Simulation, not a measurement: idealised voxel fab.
process module | voxel tone inversion
cross-section cut | 195 nm wide | cells 5 nm
A cross-section is a grid of square cells, given in bands from the top down. A band is one or more rows of cells.
Each band's line starts with the height of the band's top and of its bottom, in nm. Then come its materials from left to right, each with its width in nm. One material with "throughout" fills the band from edge to edge. "air" is empty space.
Height 0 is the level under which the wafer as received is all one material. The lowest band goes on downwards, as in "0 down".
A width such as "30 to 40" changes by the same amount from each row of cells to the next, from the band's top row to its bottom row.
"no change" after a step means that no cell of the cross-section changed.
closed voids: empty space of 8 cells or more with no open way to the top, each as width x height at its distance from the left edge, in nm
after a step's settings: what the simulator itself notes on the step
overlay nm, on a step with a mask: how far to the right of its planned place the mask lay; to the left if negative
plan
1 op RECEIVE | material Si
2 op CONFORMAL_DEP | material SiCN | thk nm 10
3 op DIRECTIONAL_DEP | material aC | thk nm 15
4 op PATTERN | tone cover | mask id POSTS | material resist | width nm 25 | pitch nm 55 | thk nm 25 | overlay nm 0
5 op DIRECTIONAL_ETCH | etch materials aC | depth nm 15
6 op STRIP | etch materials resist
7 op FILL_DEP | material lowk | thk nm 5
8 op CMP | height nm 25
9 op STRIP | etch materials aC
as received, after step 1
  0 down: Si throughout
  closed voids: none
a wafer at the end: this start, this plan, one mistake
  25 to 10: lowk 25 | air 35 | lowk 20 | air 35 | lowk 20 | air 35 | lowk 25
  10 to 0: SiCN throughout
  0 down: Si throughout
  closed voids: none
what went wrong: step 4 ran as: op PATTERN | tone cover | mask id POSTS | material resist | width nm 35 | pitch nm 55 | thk nm 25 | overlay nm 0
